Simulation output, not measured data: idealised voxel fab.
Proc. module: voxel self aligned vias
We display cut, a cross-section 220 nm in width whose square cells are each 5 nm.
Just so we're on the same page, the cross-sections are grids of square cells, and they're listed out in bands top to bottom, each band one or more rows deep.
Top, bottom (nm), then materials left to right with widths (nm); lone material tagged "edge to edge" fills the whole band edge to edge; "blank" = empty space.
Heights from 0 (as-received wafer is one material below). Bottom band endless downward, as "0..down".
Quick explanation for "30->40": the width changes in equal steps down the rows of cells, from the first number in the band's top row to the second number in its bottom row.
Take "remained the same" at face value: in the step it is given for, the cross-section changed in none of its cells.
Empty spaces counting at least 8 cells and having no open way to the top are listed in "Entrapped void list". The notation width x height at distance is used for each, the distance being from the left edge and all three values in nm.
Where a step's line continues beyond its settings, the continuation is a remark by the simulator itself on that step.
A step's line can hold "overlay nm"; with a mask on that step, the setting says how far right of the planned place the mask lay, while a negative setting says it lay to the left.

# Listed below are the process steps as planned
1) RECEIVE | material Si
2) CONFORMAL_DEP | material SiO2 | thk nm 10
3) CONFORMAL_DEP | material SiCN | thk nm 5
4) DIRECTIONAL_DEP | material lowk | thk nm 25
5) MASKED_ETCH | tone open | mask id LINES | width nm 20 | pitch nm 60 | etch materials lowk | depth nm 25 | overlay nm 0
6) CONFORMAL_DEP | material TiN | thk nm 5
7) FILL_DEP | material W | thk nm 5
8) CMP | height nm 40
9) SELECTIVE_ETCH | etch materials W Ru TiN | depth nm 5
10) FILL_DEP | material SiN | thk nm 10
11) CMP | height nm 40
12) DIRECTIONAL_DEP | material lowk | thk nm 20
13) MASKED_ETCH | tone open | mask id VIAS | width nm 40 | pitch nm 60 | etch materials lowk | depth nm 20 | overlay nm 0
14) MASKED_ETCH | tone open | mask id VIAS | width nm 40 | pitch nm 60 | etch materials SiN | depth nm 5 | overlay nm 0
15) CONFORMAL_DEP | material TiN | thk nm 5
16) FILL_DEP | material W | thk nm 5
17) CMP | height nm 60
18) CONFORMAL_DEP | material SiN | thk nm 5

# As-received wafer cross-section (after step 1)
- 0..down = Si edge to edge
- Entrapped void list: none

# Here's the wafer cut in cross-section after the module, started and planned just like above, except one thing was done wrong in the run
- 65..60 = SiN edge to edge
- 60..40 = lowk (60) | TiN (5) | W (30) | TiN (5) | lowk (20) | TiN (5) | W (30) | TiN (5) | lowk (60)
- 40..35 = lowk (60) | TiN (40) | lowk (20) | TiN (40) | lowk (60)
- 35..30 = lowk (60) | TiN (15) | W (10) | TiN (15) | lowk (20) | TiN (15) | W (10) | TiN (15) | lowk (60)
- 30..20 = lowk (70) | TiN (5) | W (10) | TiN (5) | lowk (40) | TiN (5) | W (10) | TiN (5) | lowk (70)
- 20..15 = lowk (70) | TiN (20) | lowk (40) | TiN (20) | lowk (70)
- 15..10 = SiCN edge to edge
- 10..0 = SiO2 edge to edge
- 0..down = Si edge to edge
- Entrapped void list: none
What was done differently from what was planned? rather than as planned, step 13 actually ran as MASKED_ETCH | tone open | mask id VIAS | width nm 40 | pitch nm 60 | etch materials lowk | depth nm 30 | overlay nm 0
